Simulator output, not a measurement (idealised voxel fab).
Process module, titled voxel trench capacitor
Cross-section cut: width 265 nm, square cells of 5 nm.
Reading order for cross-sections: top band down to bottom band. Underlying form: a grid of square cells. Band size: one or more rows of cells.
Heads up on the band format: heights come first, top then bottom, in nm. After that it's the materials left to right, each with its width in nm. A single material flagged "full width" fills the whole band edge to edge, and "empty" means there's empty space there.
Convention: height 0 is the level below which the wafer, as received, is all one material. The lowest band does not terminate at the bottom but continues downward, represented as "z 0 and below".
When a width is written as two numbers, as in "30 to 40", the first number is the width in the top row of cells of the band and the second is the width in its bottom row, and the width changes by the same amount from each row to the next.
The cross-section has no changed cell in any step marked "everything unchanged".
In the "Enclosed cavities" entry, you get each enclosed empty space of 8 cells or more, one with no open way to the top, written width x height at distance, distance from the left edge, in nm.
Step line, after settings: the simulator's comment on this step.
Among the settings permitted on a step's line is "overlay nm"; applied to a step with a mask, it specifies the extent to which the mask lay to the right of its planned position, whereas a negative figure signifies a position to the left.
-- Steps planned for the process
1. RECEIVE with material Si
2. CONFORMAL_DEP with material SiN, thk nm 5
3. MASKED_ETCH with tone open, mask id TRENCH, width nm 20, pitch nm 55, etch materials SiN, depth nm 5, overlay nm 0
4. MASKED_ETCH with tone open, mask id TRENCH, width nm 30, pitch nm 55, etch materials Si, depth nm 25, overlay nm 0
5. CONFORMAL_DEP with material HfO2, thk nm 5
6. CONFORMAL_DEP with material TiN, thk nm 5
7. FILL_DEP with material W, thk nm 5
8. CMP with height nm 5
Wafers differ in width nm at step 3; plan lists the first wafer's value; identical starting state.
-- Cross-section of the first of several wafers as received (after step 1)
  z 0 and below: Si full width
  Enclosed cavities: none
-- Tabulated below, wafer by wafer, are the end-of-module results: for each material, the number of cells gained (+) or lost (-) relative to the as-received state, followed by the closed voids
width nm 20, +42 HfO2, -60 Si, +41 SiN, +30 TiN, Enclosed cavities: none
width nm 25, +45 HfO2, -75 Si, +38 SiN, +33 TiN, +12 W, Enclosed cavities: none
width nm 30, +48 HfO2, -90 Si, +35 SiN, +36 TiN, +24 W, Enclosed cavities: none
width nm 35, +51 HfO2, -90 Si, +32 SiN, +36 TiN, +24 W, Enclosed cavities: none
width nm 40, +54 HfO2, -90 Si, +29 SiN, +36 TiN, +24 W, Enclosed cavities: none
